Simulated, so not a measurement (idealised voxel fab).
The document below concerns the process module designated voxel wiring stack.
The width of the displayed cross-section, cut, is 210 nm; its cells are square, with a size of 5 nm.
Each cross-section below is a grid of square cells, stated as bands in top-down order, with one or more rows of cells making up each band.
First you get the band's top height and its bottom height, in nm, and then the materials it's made of, left to right, with each width in nm. If you see a single material with "everywhere", that one covers the band edge to edge. "air" is empty space.
Below 0: as-received wafer, all one material; heights counted from there. Lowest band: no bottom, goes on down, written "0 -> down".
Width: "30->40" (first number = top row, second number = bottom row, same change from row to row of cells).
What does "changes: none" mean for a step? It means no cell of the cross-section changed in that step.
Closed-off voids of 8+ cells (no open route to the top) go in "Enclosed cavity list", written width x height at distance from the left edge, in nm.
Read whatever lies past the settings on a step's line as the simulator's own remark about the step.
overlay nm: mask offset rightward from planned place, masked step; negative means leftward offset.
## These are the steps we planned for the process
1) RECEIVE | material Si
2) CONFORMAL_DEP | material SiO2 | thk nm 15
3) DIRECTIONAL_DEP | material TiN | thk nm 5
4) DIRECTIONAL_DEP | material W | thk nm 20
5) DIRECTIONAL_DEP | material aC | thk nm 10
6) PATTERN | tone cover | mask id METAL_1 | material resist | width nm 20 | pitch nm 40 | thk nm 25 | overlay nm 0
7) DIRECTIONAL_ETCH | etch materials aC | depth nm 10
8) STRIP | etch materials resist
9) DIRECTIONAL_ETCH | etch materials W | depth nm 20
10) DIRECTIONAL_ETCH | etch materials TiN | depth nm 5
11) STRIP | etch materials aC
12) CONFORMAL_DEP | material SiN | thk nm 5
13) FILL_DEP | material lowk | thk nm 10
14) CMP | height nm 40
15) CONFORMAL_DEP | material SiCN | thk nm 5
16) DIRECTIONAL_DEP | material lowk | thk nm 25
17) PATTERN | tone open | mask id METAL_2 | material resist | width nm 20 | pitch nm 40 | thk nm 15 | overlay nm 0
18) DIRECTIONAL_ETCH | etch materials lowk | depth nm 15
19) STRIP | etch materials resist
20) DIRECTIONAL_DEP | material aC | thk nm 15
21) PATTERN | tone open | mask id METAL_2_HOLES | material resist | width nm 15 | pitch nm 80 | thk nm 30 | overlay nm 0
22) DIRECTIONAL_ETCH | etch materials aC | depth nm 15
23) STRIP | etch materials resist
24) DIRECTIONAL_ETCH | etch materials lowk | depth nm 10
25) DIRECTIONAL_ETCH | etch materials SiCN | depth nm 5
26) STRIP | etch materials aC
27) CONFORMAL_DEP | material TiN | thk nm 5
28) FILL_DEP | material Cu | thk nm 10
29) CMP | height nm 70
30) CONFORMAL_DEP | material SiCN | thk nm 5
31) DIRECTIONAL_DEP | material lowk | thk nm 10
32) MASKED_ETCH | tone open | mask id PLUG_2 | width nm 15 | pitch nm 80 | etch materials lowk | depth nm 10 | overlay nm 0
33) MASKED_ETCH | tone open | mask id PLUG_2 | width nm 15 | pitch nm 80 | etch materials SiCN | depth nm 5 | overlay nm 0
34) CONFORMAL_DEP | material TiN | thk nm 5
35) FILL_DEP | material Cu | thk nm 10
36) CMP | height nm 85
37) CONFORMAL_DEP | material SiN | thk nm 5
38) DIRECTIONAL_DEP | material SiO2 | thk nm 20
39) MASKED_ETCH | tone open | mask id METAL_3 | width nm 20 | pitch nm 40 | etch materials SiO2 | depth nm 20 | overlay nm 0
40) MASKED_ETCH | tone open | mask id METAL_3 | width nm 20 | pitch nm 40 | etch materials SiN | depth nm 5 | overlay nm 0
41) CONFORMAL_DEP | material TiN | thk nm 5
42) FILL_DEP | material Cu | thk nm 10
43) CMP | height nm 110
44) CONFORMAL_DEP | material SiCN | thk nm 5
45) DIRECTIONAL_DEP | material lowk | thk nm 35
46) PATTERN | tone open | mask id METAL_4_HOLES | material resist | width nm 15 | pitch nm 40 | thk nm 20 | overlay nm 0
47) DIRECTIONAL_ETCH | etch materials lowk | depth nm 35
48) STRIP | etch materials resist
49) DIRECTIONAL_DEP | material aC | thk nm 10
50) PATTERN | tone open | mask id METAL_4 | material resist | width nm 20 | pitch nm 40 | thk nm 25 | overlay nm 0
51) DIRECTIONAL_ETCH | etch materials aC | depth nm 10
52) STRIP | etch materials resist
53) DIRECTIONAL_ETCH | etch materials lowk | depth nm 20
54) DIRECTIONAL_ETCH | etch materials SiCN | depth nm 5
55) STRIP | etch materials aC
56) CONFORMAL_DEP | material TiN | thk nm 5
57) FILL_DEP | material Ru | thk nm 10
58) CMP | height nm 150
59) CONFORMAL_DEP | material SiN | thk nm 5
## Cross-section: wafer on arrival = after step 1
> 0 -> down = Si everywhere
> Enclosed cavity list: none
## Module complete - cross-section of the first of two wafers, run according to plan
> 155 -> 150 = SiN everywhere
> 150 -> 135 = lowk (55) | TiN (5) | Ru (10) | TiN (5) | lowk (20) | TiN (5) | Ru (10) | TiN (5) | lowk (20) | TiN (5) | Ru (10) | TiN (5) | lowk (55)
> 135 -> 130 = lowk (55) | TiN (5) | Ru (5) | TiN (10) | lowk (20) | TiN (5) | Ru (5) | TiN (10) | lowk (20) | TiN (5) | Ru (5) | TiN (10) | lowk (55)
> 130 -> 115 = lowk (55) | TiN (5) | Ru (5) | TiN (5) | lowk (25) | TiN (5) | Ru (5) | TiN (5) | lowk (25) | TiN (5) | Ru (5) | TiN (5) | lowk (60)
> 115 -> 110 = SiCN (55) | TiN (15) | SiCN (25) | TiN (15) | SiCN (25) | TiN (15) | SiCN (60)
> 110 -> 90 = SiO2 (55) | TiN (5) | Cu (10) | TiN (5) | SiO2 (20) | TiN (5) | Cu (10) | TiN (5) | SiO2 (20) | TiN (5) | Cu (10) | TiN (5) | SiO2 (55)
> 90 -> 85 = SiN (55) | TiN (20) | SiN (20) | TiN (20) | SiN (20) | TiN (20) | SiN (55)
> 85 -> 75 = lowk (55) | TiN (5) | Cu (5) | TiN (5) | lowk (65) | TiN (5) | Cu (5) | TiN (5) | lowk (60)
> 75 -> 70 = SiCN (55) | TiN (15) | SiCN (65) | TiN (15) | SiCN (60)
> 70 -> 60 = lowk (55) | TiN (5) | Cu (10) | TiN (5) | lowk (20) | TiN (5) | Cu (10) | TiN (5) | lowk (20) | TiN (5) | Cu (10) | TiN (5) | lowk (55)
> 60 -> 55 = lowk (55) | TiN (5) | Cu (5) | TiN (10) | lowk (20) | TiN (20) | lowk (20) | TiN (5) | Cu (5) | TiN (10) | lowk (55)
> 55 -> 45 = lowk (55) | TiN (5) | Cu (5) | TiN (5) | lowk (65) | TiN (5) | Cu (5) | TiN (5) | lowk (60)
> 45 -> 40 = SiCN (55) | TiN (15) | SiCN (65) | TiN (15) | SiCN (60)
> 40 -> 20 = lowk (50) | SiN (5) | W (20) | SiN (5) | lowk (10) | SiN (5) | W (20) | SiN (5) | lowk (10) | SiN (5) | W (20) | SiN (5) | lowk (50)
> 20 -> 15 = SiN (55) | TiN (20) | SiN (20) | TiN (20) | SiN (20) | TiN (20) | SiN (55)
> 15 -> 0 = SiO2 everywhere
> 0 -> down = Si everywhere
> Enclosed cavity list: none
## This is the second of the two wafers, cross-sectioned at the end of the module; it started exactly like the first and was given the same plan, but it was run with one mistake
> 155 -> 150 = SiN everywhere
> 150 -> 135 = lowk (55) | TiN (5) | Ru (10) | TiN (5) | lowk (20) | TiN (5) | Ru (10) | TiN (5) | lowk (20) | TiN (5) | Ru (10) | TiN (5) | lowk (55)
> 135 -> 130 = lowk (55) | TiN (5) | Ru (5) | TiN (10) | lowk (20) | TiN (5) | Ru (5) | TiN (10) | lowk (20) | TiN (5) | Ru (5) | TiN (10) | lowk (55)
> 130 -> 115 = lowk (55) | TiN (5) | Ru (5) | TiN (5) | lowk (25) | TiN (5) | Ru (5) | TiN (5) | lowk (25) | TiN (5) | Ru (5) | TiN (5) | lowk (60)
> 115 -> 110 = SiCN (55) | TiN (15) | SiCN (25) | TiN (15) | SiCN (25) | TiN (15) | SiCN (60)
> 110 -> 90 = SiO2 (55) | TiN (5) | Cu (10) | TiN (5) | SiO2 (20) | TiN (5) | Cu (10) | TiN (5) | SiO2 (20) | TiN (5) | Cu (10) | TiN (5) | SiO2 (55)
> 90 -> 85 = SiN (55) | TiN (20) | SiN (20) | TiN (20) | SiN (20) | TiN (20) | SiN (55)
> 85 -> 75 = lowk (55) | TiN (5) | Cu (5) | TiN (5) | lowk (65) | TiN (5) | Cu (5) | TiN (5) | lowk (60)
> 75 -> 70 = SiCN (55) | TiN (15) | SiCN (65) | TiN (15) | SiCN (60)
> 70 -> 65 = Cu everywhere
> 65 -> 60 = TiN (60) | Cu (10) | TiN (30) | Cu (10) | TiN (30) | Cu (10) | TiN (60)
> 60 -> 55 = lowk (55) | TiN (5) | Cu (5) | TiN (10) | lowk (20) | TiN (20) | lowk (20) | TiN (5) | Cu (5) | TiN (10) | lowk (55)
> 55 -> 45 = lowk (55) | TiN (5) | Cu (5) | TiN (5) | lowk (65) | TiN (5) | Cu (5) | TiN (5) | lowk (60)
> 45 -> 40 = SiCN (55) | TiN (15) | SiCN (65) | TiN (15) | SiCN (60)
> 40 -> 20 = lowk (50) | SiN (5) | W (20) | SiN (5) | lowk (10) | SiN (5) | W (20) | SiN (5) | lowk (10) | SiN (5) | W (20) | SiN (5) | lowk (50)
> 20 -> 15 = SiN (55) | TiN (20) | SiN (20) | TiN (20) | SiN (20) | TiN (20) | SiN (55)
> 15 -> 0 = SiO2 everywhere
> 0 -> down = Si everywhere
> Enclosed cavity list: none
what went wrong: mixed up steps 19 and 20 - ran each in the other's place
Final cells, second wafer relative to first, materials higher or lower: 36 more of Cu, 24 more of TiN, 60 fewer of lowk
